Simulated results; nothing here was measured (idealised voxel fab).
The document below concerns the process module designated voxel lift off.
The figure presents cross-section cut, which has a width of 290 nm and is divided into square cells with an edge length of 5 nm.
In this document a cross-section is written as a grid of square cells. It is given as a series of bands, listed from the top down, and a band is one or more rows of cells.
Basically the band line says how high the top is and how high the bottom is, in nm, and then what's in it from left to right, every material with its width in nm. Empty space shows up as "empty", and if a single material carries "full width" it runs the full band edge to edge.
Zero point of the height axis is 0; under it, received wafer = one material. Lowest band: continues down indefinitely, "top 0, no bottom".
Read "30 to 40" as a graded width: first number on top, second number at the bottom, same change between each pair of neighbouring rows.
Key: "no change occurred" - step with no changed cell in the cross-section.
"Listed closed voids" specifies each empty space that is not open to the top and that occupies no fewer than 8 cells, using the form width x height at distance, the distance measured from the left edge and all three quantities in nm.
Whatever follows a step's settings on its line is a remark the simulator itself makes about that step.
A step line may carry the setting "overlay nm", which, for steps involving a mask, states the distance by which the mask lay to the right of its intended position; negative values denote displacement to the left.

The planned process steps are enumerated hereunder:
- 1: RECEIVE (material Si)
- 2: CONFORMAL_DEP (material SiO2; thk nm 5)
- 3: PATTERN (tone open; mask id LINES; material resist; width nm 25; pitch nm 40; thk nm 25; overlay nm 0)
- 4: DIRECTIONAL_DEP (material Ru; thk nm 10)
- 5: STRIP (etch materials resist)
- 6: CONFORMAL_DEP (material SiCN; thk nm 10)

Wafer as received: cross-section following step 1:
    top 0, no bottom: Si full width
    Listed closed voids: none

First of two wafers, end-of-module section, run followed plan:
    top 25, bottom 15: 100 of empty | 85 of SiCN | 105 of empty
    top 15, bottom 5: 110 of SiCN | 25 of Ru | 15 of SiCN | 25 of Ru | 115 of SiCN
    top 5, bottom 0: SiO2 full width
    top 0, no bottom: Si full width
    Listed closed voids: none

Presented here is a cross-section of the second of the two wafers as it stood at the end of the module. It was started in the same manner and assigned the same plan as the first wafer; however, one mistake was made in its execution:
    top 35, bottom 25: 100 of empty | 85 of SiCN | 105 of empty
    top 25, bottom 15: 110 of SiCN | 25 of Ru | 15 of SiCN | 25 of Ru | 115 of SiCN
    top 15, bottom 0: SiO2 full width
    top 0, no bottom: Si full width
    Listed closed voids: none
Run error: step 2 was processed under conditions differing from the plan, specifically as CONFORMAL_DEP (material SiO2; thk nm 15)
Final cells, second wafer relative to first, materials higher or lower: +116 SiO2
